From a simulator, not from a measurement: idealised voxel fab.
The document below concerns the process module designated voxel spacer lines.
The width of the displayed cross-section, cut, is 225 nm; its cells are square, with a size of 5 nm.
Each cross-section below is a grid of square cells, stated as bands in top-down order, with one or more rows of cells making up each band.
Per band: top height and bottom height in nm, followed by the left-to-right materials and their widths in nm; "edge to edge" marks a single material spanning edge to edge, "blank" marks empty space.
Heights are reckoned from 0. Under this level, the received wafer is all of one material. The bottommost band is open-ended downward, for example "0 and below".
The expression "30..40" gives the width at the extremes of the band, the first number at its top row of cells and the second at its bottom row, with the width changing by equal amounts from each row to the next in between.
You'll sometimes find "no alteration" written for a step, and that's the way of saying that nowhere in the cross-section did a cell change during that step.
Basically, "Closed voids list" tells you about the enclosed voids: empty spaces with no open way to the top, 8 cells or bigger, each written width x height at distance, where distance is from the left edge, all in nm.
It should be noted that, on the line of a given step, the content following the step's settings is a remark produced by the simulator itself with respect to that step.
overlay nm, on a step with a mask: how far to the right of its planned place the mask lay; to the left if negative

# Steps in the process plan
| 1 | RECEIVE (material Si) |
| 2 | CONFORMAL_DEP (material SiO2; thk nm 5) |
| 3 | DIRECTIONAL_DEP (material polySi; thk nm 20) |
| 4 | DIRECTIONAL_DEP (material aC; thk nm 25) |
| 5 | PATTERN (tone cover; mask id MANDREL; material resist; width nm 15; pitch nm 60; thk nm 30; overlay nm 0) |
| 6 | DIRECTIONAL_ETCH (etch materials aC; depth nm 25) |
| 7 | STRIP (etch materials resist) |
| 8 | CONFORMAL_DEP (material SiN; thk nm 15) |
| 9 | DIRECTIONAL_ETCH (etch materials SiN; depth nm 15) |
| 10 | STRIP (etch materials aC) |
| 11 | DIRECTIONAL_ETCH (etch materials polySi; depth nm 20) |
| 12 | STRIP (etch materials SiN) |

# On the first of the two wafers: run conducted according to plan

# Here's what the wafer looked like in cross-section when it arrived - that's after step 1
	0 and below | Si edge to edge
	Closed voids list: none

# Presented here is a cross-section of the wafer after step 2 has been performed
	5 down to 0 | SiO2 edge to edge
	Rest of section, below 0: as before.

# Presented here is a cross-section of the wafer after step 3 has been performed
	25 down to 5 | polySi edge to edge
	Rest of section, below 5: as before.

# Presented here is a cross-section of the wafer after step 4 has been performed
	50 down to 25 | aC edge to edge
	Rest of section, below 25: as before.

# Presented here is a cross-section of the wafer after step 5 has been performed
	80 down to 50 | blank (75), resist (15), blank (45), resist (15), blank (75)
	Rest of section, below 50: as before.

# Presented here is a cross-section of the wafer after step 6 has been performed
	55 down to 50 | blank (75), resist (15), blank (45), resist (15), blank (75)
	50 down to 25 | blank (75), aC (15), blank (45), aC (15), blank (75)
	Rest of section, below 25: as before.

# Presented here is a cross-section of the wafer after step 7 has been performed
	50 down to 25 | blank (75), aC (15), blank (45), aC (15), blank (75)
	Rest of section, below 25: as before.

# Presented here is a cross-section of the wafer after step 8 has been performed
	65 down to 50 | blank (60), SiN (45), blank (15), SiN (45), blank (60)
	50 down to 40 | blank (60), SiN (15), aC (15), SiN (15), blank (15), SiN (15), aC (15), SiN (15), blank (60)
	40 down to 25 | SiN (75), aC (15), SiN (45), aC (15), SiN (75)
	Rest of section, below 25: as before.

# Presented here is a cross-section of the wafer after step 9 has been performed
	50 down to 25 | blank (60), SiN (15), aC (15), SiN (15), blank (15), SiN (15), aC (15), SiN (15), blank (60)
	Rest of section, below 25: as before.

# Presented here is a cross-section of the wafer after step 10 has been performed
	50 down to 25 | blank (60), SiN (15), blank (15), SiN (15), blank (15), SiN (15), blank (15), SiN (15), blank (60)
	Rest of section, below 25: as before.

# Presented here is a cross-section of the wafer after step 11 has been performed
	50 down to 25 | blank (60), SiN (15), blank (15), SiN (15), blank (15), SiN (15), blank (15), SiN (15), blank (60)
	25 down to 5 | blank (60), polySi (15), blank (15), polySi (15), blank (15), polySi (15), blank (15), polySi (15), blank (60)
	Rest of section, below 5: as before.

# Presented here is a cross-section of the wafer after step 12 has been performed
	25 down to 5 | blank (60), polySi (15), blank (15), polySi (15), blank (15), polySi (15), blank (15), polySi (15), blank (60)
	Rest of section, below 5: as before.

# Second of two: same start, same plan, one run error; steps up to and including 2 match the first

# Look at the second wafer in cross-section at the time step 3 ought to have finished
	45 down to 5 | polySi edge to edge
	Rest of section, below 5: as before.

# Look at the second wafer in cross-section at the time step 4 ought to have finished
	70 down to 45 | aC edge to edge
	Rest of section, below 45: as before.

# Look at the second wafer in cross-section at the time step 5 ought to have finished
	100 down to 70 | blank (75), resist (15), blank (45), resist (15), blank (75)
	Rest of section, below 70: as before.

# Look at the second wafer in cross-section at the time step 6 ought to have finished
	75 down to 70 | blank (75), resist (15), blank (45), resist (15), blank (75)
	70 down to 45 | blank (75), aC (15), blank (45), aC (15), blank (75)
	Rest of section, below 45: as before.

# Look at the second wafer in cross-section at the time step 7 ought to have finished
	70 down to 45 | blank (75), aC (15), blank (45), aC (15), blank (75)
	Rest of section, below 45: as before.

# Look at the second wafer in cross-section at the time step 8 ought to have finished
	85 down to 70 | blank (60), SiN (45), blank (15), SiN (45), blank (60)
	70 down to 60 | blank (60), SiN (15), aC (15), SiN (15), blank (15), SiN (15), aC (15), SiN (15), blank (60)
	60 down to 45 | SiN (75), aC (15), SiN (45), aC (15), SiN (75)
	Rest of section, below 45: as before.

# Look at the second wafer in cross-section at the time step 9 ought to have finished
	70 down to 45 | blank (60), SiN (15), aC (15), SiN (15), blank (15), SiN (15), aC (15), SiN (15), blank (60)
	Rest of section, below 45: as before.

# Look at the second wafer in cross-section at the time step 10 ought to have finished
	70 down to 45 | blank (60), SiN (15), blank (15), SiN (15), blank (15), SiN (15), blank (15), SiN (15), blank (60)
	Rest of section, below 45: as before.

# Look at the second wafer in cross-section at the time step 11 ought to have finished
	70 down to 45 | blank (60), SiN (15), blank (15), SiN (15), blank (15), SiN (15), blank (15), SiN (15), blank (60)
	45 down to 25 | blank (60), polySi (15), blank (15), polySi (15), blank (15), polySi (15), blank (15), polySi (15), blank (60)
	Rest of section, below 25: as before.

# Look at the second wafer in cross-section at the time step 12 ought to have finished
	45 down to 25 | blank (60), polySi (15), blank (15), polySi (15), blank (15), polySi (15), blank (15), polySi (15), blank (60)
	Rest of section, below 25: as before.
Error vs. plan: plan step 3 ran twice
The closing comparison, in cells, has the second wafer with more or fewer of some materials than the first: +180 polySi
